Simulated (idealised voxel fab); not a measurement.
This is a process module. Its name is voxel capacitor over wiring.
Section shown: cut. Width: 140 nm. Cell size: 5 nm, square.
In what follows, cross-sections appear as grids of square cells, described through bands that run from the top down, where every band is one or more rows of cells. This entry defines a band. It first specifies the height of the band's top and the height of its bottom in nm, and then specifies the band's materials from left to right, stating each material with its width in nm. The word "full width" identifies a single material that fills the band from edge to edge, while the word "blank" identifies empty space. Heights are expressed relative to 0, this being the level below which the as-received wafer comprises one material exclusively. The lowest band is unbounded in the downward direction and is denoted as in "z 0 and below". Quick explanation for "30 to 40": the width changes in equal steps down the rows of cells, from the first number in the band's top row to the second number in its bottom row. Key: "no modifications" - step with no changed cell in the cross-section. "Enclosed cavities" specifies each empty space that is not open to the top and that occupies no fewer than 8 cells, using the form width x height at distance, the distance measured from the left edge and all three quantities in nm. The remark found on a step's line after its settings is issued by the simulator itself and pertains to that step. overlay nm: step with mask; distance mask lay right of planned place; negative value = left of planned place.
Steps planned for the process
| 1 | RECEIVE, material Si |
| 2 | CONFORMAL_DEP, material SiO2, thk nm 10 |
| 3 | CONFORMAL_DEP, material SiN, thk nm 5 |
| 4 | DIRECTIONAL_DEP, material lowk, thk nm 20 |
| 5 | MASKED_ETCH, tone open, mask id METAL_1, width nm 20, pitch nm 85, etch materials lowk, depth nm 20, overlay nm 0 |
| 6 | MASKED_ETCH, tone open, mask id METAL_1, width nm 20, pitch nm 85, etch materials SiN, depth nm 5, overlay nm 0 |
| 7 | CONFORMAL_DEP, material TiN, thk nm 5 |
| 8 | FILL_DEP, material Ru, thk nm 10 |
| 9 | CMP, height nm 35 |
| 10 | CONFORMAL_DEP, material SiCN, thk nm 5 |
| 11 | DIRECTIONAL_DEP, material SiO2, thk nm 10 |
| 12 | MASKED_ETCH, tone open, mask id PLUG_1, width nm 15, etch materials SiO2, depth nm 10, overlay nm 0 |
| 13 | MASKED_ETCH, tone open, mask id PLUG_1, width nm 15, etch materials SiCN, depth nm 5, overlay nm 0 |
| 14 | EPI, material Ru, thk nm 10 |
| 15 | EPI, material Ru, thk nm 5 |
| 16 | DIRECTIONAL_DEP, material TiN, thk nm 5 |
| 17 | DIRECTIONAL_DEP, material SiN, thk nm 5 |
| 18 | DIRECTIONAL_DEP, material TiN, thk nm 10 |
| 19 | DIRECTIONAL_DEP, material aC, thk nm 10 |
| 20 | PATTERN, tone cover, mask id UPPER_PLATE, material resist, width nm 70, thk nm 30, overlay nm 0 |
| 21 | DIRECTIONAL_ETCH, etch materials aC, depth nm 10 |
| 22 | STRIP, etch materials resist |
| 23 | DIRECTIONAL_ETCH, etch materials TiN, depth nm 10 |
| 24 | DIRECTIONAL_ETCH, etch materials SiN, depth nm 5 |
| 25 | STRIP, etch materials aC |
| 26 | DIRECTIONAL_DEP, material aC, thk nm 15 |
| 27 | PATTERN, tone cover, mask id LOWER_PLATE, material resist, width nm 80, thk nm 35, overlay nm 0 |
| 28 | DIRECTIONAL_ETCH, etch materials aC, depth nm 15 |
| 29 | STRIP, etch materials resist |
| 30 | DIRECTIONAL_ETCH, etch materials TiN, depth nm 5 |
| 31 | STRIP, etch materials aC |
| 32 | FILL_DEP, material SiO2, thk nm 15 |
| 33 | CMP, height nm 80 |
| 34 | PATTERN, tone open, mask id PLUG_2, material resist, width nm 15, thk nm 15, overlay nm 0 |
| 35 | DIRECTIONAL_ETCH, etch materials SiO2, depth nm 10 |
| 36 | STRIP, etch materials resist |
| 37 | CONFORMAL_DEP, material TiN, thk nm 5 |
| 38 | FILL_DEP, material Cu, thk nm 10 |
| 39 | CMP, height nm 80 |
| 40 | CONFORMAL_DEP, material SiN, thk nm 5 |
The first wafer of two, processed as planned
Incoming wafer, cross-sectional view, post step 1
- z 0 and below  Si full width
- Enclosed cavities: none
After step 2
- z 10 to 0  SiO2 full width
- No changes below 0.
After step 3
- z 15 to 10  SiN full width
- No changes below 10.
After step 4
- z 35 to 15  lowk full width
- No changes below 15.
After step 5
- z 35 to 15  lowk 15 nm; blank 20 nm; lowk 65 nm; blank 20 nm; lowk 20 nm
- No changes below 15.
After step 6
- z 35 to 15  lowk 15 nm; blank 20 nm; lowk 65 nm; blank 20 nm; lowk 20 nm
- z 15 to 10  SiN 15 nm; blank 20 nm; SiN 65 nm; blank 20 nm; SiN 20 nm
- No changes below 10.
After step 7
- z 40 to 35  TiN 20 nm; blank 10 nm; TiN 75 nm; blank 10 nm; TiN 25 nm
- z 35 to 15  lowk 15 nm; TiN 5 nm; blank 10 nm; TiN 5 nm; lowk 65 nm; TiN 5 nm; blank 10 nm; TiN 5 nm; lowk 20 nm
- z 15 to 10  SiN 15 nm; TiN 20 nm; SiN 65 nm; TiN 20 nm; SiN 20 nm
- No changes below 10.
After step 8
- z 50 to 40  Ru full width
- z 40 to 35  TiN 20 nm; Ru 10 nm; TiN 75 nm; Ru 10 nm; TiN 25 nm
- z 35 to 15  lowk 15 nm; TiN 5 nm; Ru 10 nm; TiN 5 nm; lowk 65 nm; TiN 5 nm; Ru 10 nm; TiN 5 nm; lowk 20 nm
- No changes below 15.
After step 9
- z 35 to 15  lowk 15 nm; TiN 5 nm; Ru 10 nm; TiN 5 nm; lowk 65 nm; TiN 5 nm; Ru 10 nm; TiN 5 nm; lowk 20 nm
- No changes below 15.
After step 10
- z 40 to 35  SiCN full width
- No changes below 35.
After step 11
- z 50 to 40  SiO2 full width
- No changes below 40.
After step 12
- z 50 to 40  SiO2 20 nm; blank 15 nm; SiO2 105 nm
- No changes below 40.
After step 13
- z 50 to 40  SiO2 20 nm; blank 15 nm; SiO2 105 nm
- z 40 to 35  SiCN 20 nm; blank 15 nm; SiCN 105 nm
- No changes below 35.
After step 14
- z 50 to 45  SiO2 20 nm; blank 15 nm; SiO2 105 nm
- z 45 to 40  SiO2 20 nm; Ru 15 nm; SiO2 105 nm
- z 40 to 35  SiCN 20 nm; Ru 15 nm; SiCN 105 nm
- No changes below 35.
After step 15
- z 50 to 40  SiO2 20 nm; Ru 15 nm; SiO2 105 nm
- No changes below 40.
After step 16
- z 55 to 50  TiN full width
- No changes below 50.
After step 17
- z 60 to 55  SiN full width
- No changes below 55.
After step 18
- z 70 to 60  TiN full width
- No changes below 60.
After step 19
- z 80 to 70  aC full width
- No changes below 70.
After step 20
- z 110 to 80  blank 20 nm; resist 70 nm; blank 50 nm
- No changes below 80.
After step 21
- z 100 to 80  blank 20 nm; resist 70 nm; blank 50 nm
- z 80 to 70  blank 20 nm; aC 70 nm; blank 50 nm
- No changes below 70.
After step 22
- z 80 to 70  blank 20 nm; aC 70 nm; blank 50 nm
- No changes below 70.
After step 23
- z 80 to 70  blank 20 nm; aC 70 nm; blank 50 nm
- z 70 to 60  blank 20 nm; TiN 70 nm; blank 50 nm
- No changes below 60.
After step 24
- z 80 to 70  blank 20 nm; aC 70 nm; blank 50 nm
- z 70 to 60  blank 20 nm; TiN 70 nm; blank 50 nm
- z 60 to 55  blank 20 nm; SiN 70 nm; blank 50 nm
- No changes below 55.
After step 25
- z 70 to 60  blank 20 nm; TiN 70 nm; blank 50 nm
- No changes below 60.
After step 26
- z 85 to 70  blank 20 nm; aC 70 nm; blank 50 nm
- z 70 to 60  aC 20 nm; TiN 70 nm; aC 50 nm
- z 60 to 55  aC 20 nm; SiN 70 nm; aC 50 nm
- No changes below 55.
After step 27
- z 120 to 85  blank 15 nm; resist 80 nm; blank 45 nm
- z 85 to 70  blank 15 nm; resist 5 nm; aC 70 nm; resist 5 nm; blank 45 nm
- No changes below 70.
After step 28
- z 105 to 85  blank 15 nm; resist 80 nm; blank 45 nm
- z 85 to 70  blank 15 nm; resist 5 nm; aC 70 nm; resist 5 nm; blank 45 nm
- z 70 to 60  blank 15 nm; aC 5 nm; TiN 70 nm; aC 5 nm; blank 45 nm
- z 60 to 55  blank 15 nm; aC 5 nm; SiN 70 nm; aC 5 nm; blank 45 nm
- No changes below 55.
After step 29
- z 85 to 70  blank 20 nm; aC 70 nm; blank 50 nm
- No changes below 70.
After step 30
- z 85 to 70  blank 20 nm; aC 70 nm; blank 50 nm
- z 70 to 60  blank 15 nm; aC 5 nm; TiN 70 nm; aC 5 nm; blank 45 nm
- z 60 to 55  blank 15 nm; aC 5 nm; SiN 70 nm; aC 5 nm; blank 45 nm
- z 55 to 50  blank 15 nm; TiN 80 nm; blank 45 nm
- No changes below 50.
After step 31
- z 70 to 60  blank 20 nm; TiN 70 nm; blank 50 nm
- z 60 to 55  blank 20 nm; SiN 70 nm; blank 50 nm
- No changes below 55.
After step 32
- z 85 to 70  SiO2 full width
- z 70 to 60  SiO2 20 nm; TiN 70 nm; SiO2 50 nm
- z 60 to 55  SiO2 20 nm; SiN 70 nm; SiO2 50 nm
- z 55 to 50  SiO2 15 nm; TiN 80 nm; SiO2 45 nm
- No changes below 50.
After step 33
- z 80 to 70  SiO2 full width
- No changes below 70.
After step 34
- z 95 to 80  resist 30 nm; blank 15 nm; resist 95 nm
- No changes below 80.
After step 35
- z 95 to 80  resist 30 nm; blank 15 nm; resist 95 nm
- z 80 to 70  SiO2 30 nm; blank 15 nm; SiO2 95 nm
- No changes below 70.
After step 36
- z 80 to 70  SiO2 30 nm; blank 15 nm; SiO2 95 nm
- No changes below 70.
After step 37
- z 85 to 80  TiN 35 nm; blank 5 nm; TiN 100 nm
- z 80 to 75  SiO2 30 nm; TiN 5 nm; blank 5 nm; TiN 5 nm; SiO2 95 nm
- z 75 to 70  SiO2 30 nm; TiN 15 nm; SiO2 95 nm
- No changes below 70.
After step 38
- z 95 to 85  Cu full width
- z 85 to 80  TiN 35 nm; Cu 5 nm; TiN 100 nm
- z 80 to 75  SiO2 30 nm; TiN 5 nm; Cu 5 nm; TiN 5 nm; SiO2 95 nm
- No changes below 75.
After step 39
- z 80 to 75  SiO2 30 nm; TiN 5 nm; Cu 5 nm; TiN 5 nm; SiO2 95 nm
- No changes below 75.
After step 40
- z 85 to 80  SiN full width
- No changes below 80.
Second wafer: like start, like plan, one mistake. Through step 17 it matches the first wafer
Cross-section of the second wafer at the time step 18 of the plan should have ended
- z 75 to 60  TiN full width
- No changes below 60.
Cross-section of the second wafer at the time step 19 of the plan should have ended
- z 85 to 75  aC full width
- No changes below 75.
Cross-section of the second wafer at the time step 20 of the plan should have ended
- z 115 to 85  blank 20 nm; resist 70 nm; blank 50 nm
- No changes below 85.
Cross-section of the second wafer at the time step 21 of the plan should have ended
- z 105 to 85  blank 20 nm; resist 70 nm; blank 50 nm
- z 85 to 75  blank 20 nm; aC 70 nm; blank 50 nm
- No changes below 75.
Cross-section of the second wafer at the time step 22 of the plan should have ended
- z 85 to 75  blank 20 nm; aC 70 nm; blank 50 nm
- No changes below 75.
Cross-section of the second wafer at the time step 23 of the plan should have ended
- z 85 to 75  blank 20 nm; aC 70 nm; blank 50 nm
- z 75 to 65  blank 20 nm; TiN 70 nm; blank 50 nm
- No changes below 65.
Cross-section of the second wafer at the time step 24 of the plan should have ended: no modifications
Cross-section of the second wafer at the time step 25 of the plan should have ended
- z 75 to 65  blank 20 nm; TiN 70 nm; blank 50 nm
- No changes below 65.
Cross-section of the second wafer at the time step 26 of the plan should have ended
- z 90 to 80  blank 20 nm; aC 70 nm; blank 50 nm
- z 80 to 75  aC full width
- z 75 to 65  aC 20 nm; TiN 70 nm; aC 50 nm
- No changes below 65.
Cross-section of the second wafer at the time step 27 of the plan should have ended
- z 125 to 90  blank 15 nm; resist 80 nm; blank 45 nm
- z 90 to 80  blank 15 nm; resist 5 nm; aC 70 nm; resist 5 nm; blank 45 nm
- No changes below 80.
Cross-section of the second wafer at the time step 28 of the plan should have ended
- z 110 to 90  blank 15 nm; resist 80 nm; blank 45 nm
- z 90 to 80  blank 15 nm; resist 5 nm; aC 70 nm; resist 5 nm; blank 45 nm
- z 80 to 75  blank 15 nm; aC 80 nm; blank 45 nm
- z 75 to 65  blank 15 nm; aC 5 nm; TiN 70 nm; aC 5 nm; blank 45 nm
- No changes below 65.
Cross-section of the second wafer at the time step 29 of the plan should have ended
- z 90 to 80  blank 20 nm; aC 70 nm; blank 50 nm
- No changes below 80.
Cross-section of the second wafer at the time step 30 of the plan should have ended
- z 90 to 80  blank 20 nm; aC 70 nm; blank 50 nm
- z 80 to 75  blank 15 nm; aC 80 nm; blank 45 nm
- z 75 to 65  blank 15 nm; aC 5 nm; TiN 70 nm; aC 5 nm; blank 45 nm
- z 65 to 60  blank 15 nm; TiN 80 nm; blank 45 nm
- No changes below 60.
Cross-section of the second wafer at the time step 31 of the plan should have ended
- z 75 to 65  blank 20 nm; TiN 70 nm; blank 50 nm
- No changes below 65.
Cross-section of the second wafer at the time step 32 of the plan should have ended
- z 90 to 75  SiO2 full width
- z 75 to 65  SiO2 20 nm; TiN 70 nm; SiO2 50 nm
- z 65 to 60  SiO2 15 nm; TiN 80 nm; SiO2 45 nm
- No changes below 60.
Cross-section of the second wafer at the time step 33 of the plan should have ended
- z 80 to 75  SiO2 full width
- No changes below 75.
Cross-section of the second wafer at the time step 34 of the plan should have ended
- z 95 to 80  resist 30 nm; blank 15 nm; resist 95 nm
- No changes below 80.
Cross-section of the second wafer at the time step 35 of the plan should have ended
- z 95 to 80  resist 30 nm; blank 15 nm; resist 95 nm
- z 80 to 75  SiO2 30 nm; blank 15 nm; SiO2 95 nm
- No changes below 75.
Cross-section of the second wafer at the time step 36 of the plan should have ended
- z 80 to 75  SiO2 30 nm; blank 15 nm; SiO2 95 nm
- No changes below 75.
Cross-section of the second wafer at the time step 37 of the plan should have ended
- z 85 to 80  TiN 35 nm; blank 5 nm; TiN 100 nm
- z 80 to 75  SiO2 30 nm; TiN 15 nm; SiO2 95 nm
- No changes below 75.
Cross-section of the second wafer at the time step 38 of the plan should have ended
- z 95 to 85  Cu full width
- z 85 to 80  TiN 35 nm; Cu 5 nm; TiN 100 nm
- No changes below 80.
Cross-section of the second wafer at the time step 39 of the plan should have ended
- z 80 to 75  SiO2 30 nm; TiN 15 nm; SiO2 95 nm
- No changes below 75.
Cross-section of the second wafer at the time step 40 of the plan should have ended
- z 85 to 80  SiN full width
- No changes below 80.
Want to know what went wrong? heads up, step 18 didn't go per plan, it actually ran as DIRECTIONAL_DEP, material TiN, thk nm 15
Final comparison by cell count, materials where the second wafer has more or fewer than the first: Cu: 1 fewer | SiN: 14 more | SiO2: 39 fewer | TiN: 26 more
